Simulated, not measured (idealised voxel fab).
process module | voxel self aligned contacts
In the cross-section labelled cut, the width is 245 nm and each square cell is 5 nm.
Square cells in a grid make up a cross-section in this document, and the grid is given as bands, listed from the top down, each one or more rows of cells.
What a band's entry tells you: where the top is and where the bottom is, as heights in nm, and after that what lies inside, material by material from left to right, each with its width in nm. Empty space is written as the word "air", and a single material marked with the word "everywhere" occupies the band from edge to edge.
We count height from 0. Below that, the starting wafer is all one material. The lowest band never ends at the bottom but goes on down; see "z 0 and below" for how that is written.
A width given as "30 to 40" starts at the first number in the band's top row and ends at the second number in its bottom row, shifting by an equal amount at every step from row to row.
Any step labelled "no change" changed none of the cells in the cross-section.
"Enclosed empty spaces" enumerates empty spaces isolated from the top, with no open way to it, that contain at least 8 cells, giving each as width x height at distance from the left edge, all three in nm.
Where a step's line continues beyond its settings, the continuation is a remark by the simulator itself on that step.
A step line may carry the setting "overlay nm", which, for steps involving a mask, states the distance by which the mask lay to the right of its intended position; negative values denote displacement to the left.
List of planned process steps
step 1: RECEIVE: material Si
step 2: CONFORMAL_DEP: material SiO2, thk nm 5
step 3: DIRECTIONAL_DEP: material polySi, thk nm 20
step 4: DIRECTIONAL_DEP: material SiN, thk nm 20
step 5: PATTERN: tone cover, mask id GATE, material resist, width nm 35, pitch nm 70, thk nm 20, overlay nm 0
step 6: DIRECTIONAL_ETCH: etch materials SiN, depth nm 20
step 7: DIRECTIONAL_ETCH: etch materials polySi, depth nm 20
step 8: STRIP: etch materials resist
step 9: CONFORMAL_DEP: material SiN, thk nm 5
step 10: DIRECTIONAL_ETCH: etch materials SiN, depth nm 5
step 11: FILL_DEP: material SiO2, thk nm 10
step 12: CMP: height nm 50
step 13: DIRECTIONAL_DEP: material aC, thk nm 15
step 14: PATTERN: tone open, mask id CONTACT, material resist, width nm 45, pitch nm 70, thk nm 35, overlay nm 0
step 15: DIRECTIONAL_ETCH: etch materials aC, depth nm 15
step 16: STRIP: etch materials resist
step 17: DIRECTIONAL_ETCH: etch materials SiO2, depth nm 50
step 18: STRIP: etch materials aC
step 19: CONFORMAL_DEP: material TiN, thk nm 5
step 20: FILL_DEP: material W, thk nm 5
step 21: CMP: height nm 50
step 22: CONFORMAL_DEP: material SiCN, thk nm 5
As-received wafer cross-section (after step 1)
z 0 and below | Si everywhere
Enclosed empty spaces: none
Wafer cross-section at module end: first of two, run to plan
z 55 to 50 | SiCN everywhere
z 50 to 45 | SiO2 (65), then TiN (15), then W (15), then TiN (15), then SiO2 (25), then TiN (15), then W (15), then TiN (15), then SiO2 (65)
z 45 to 25 | SiO2 (30), then SiN (45), then TiN (5), then W (15), then TiN (5), then SiN (45), then TiN (5), then W (15), then TiN (5), then SiN (45), then SiO2 (30)
z 25 to 5 | SiO2 (30), then SiN (5), then polySi (35), then SiN (5), then TiN (5), then W (15), then TiN (5), then SiN (5), then polySi (35), then SiN (5), then TiN (5), then W (15), then TiN (5), then SiN (5), then polySi (35), then SiN (5), then SiO2 (30)
z 5 to 0 | SiO2 (75), then TiN (25), then SiO2 (45), then TiN (25), then SiO2 (75)
z 0 and below | Si everywhere
Enclosed empty spaces: none
Cross-section, wafer two of two, end of module: same start and plan as wafer one, one error in execution
z 55 to 50 | SiCN everywhere
z 50 to 45 | SiO2 (65), then TiN (15), then W (15), then TiN (15), then SiO2 (25), then TiN (15), then W (15), then TiN (15), then SiO2 (65)
z 45 to 25 | SiO2 (30), then SiN (45), then TiN (5), then W (15), then TiN (5), then SiN (45), then TiN (5), then W (15), then TiN (5), then SiN (45), then SiO2 (30)
z 25 to 15 | SiO2 (30), then SiN (5), then polySi (35), then SiN (5), then TiN (5), then W (15), then TiN (5), then SiN (5), then polySi (35), then SiN (5), then TiN (5), then W (15), then TiN (5), then SiN (5), then polySi (35), then SiN (5), then SiO2 (30)
z 15 to 10 | SiO2 (30), then SiN (5), then polySi (35), then SiN (5), then TiN (25), then SiN (5), then polySi (35), then SiN (5), then TiN (25), then SiN (5), then polySi (35), then SiN (5), then SiO2 (30)
z 10 to 5 | SiO2 (30), then SiN (5), then polySi (35), then SiN (5), then SiO2 (25), then SiN (5), then polySi (35), then SiN (5), then SiO2 (25), then SiN (5), then polySi (35), then SiN (5), then SiO2 (30)
z 5 to 0 | SiO2 everywhere
z 0 and below | Si everywhere
Enclosed empty spaces: none
Finding, execution versus plan: step 17, actual vs plan mismatch, actual run DIRECTIONAL_ETCH: etch materials SiO2, depth nm 40
Counted in cells at the end, the second wafer holds more or fewer of these materials than the first: 20 more of SiO2, 8 fewer of TiN, 12 fewer of W
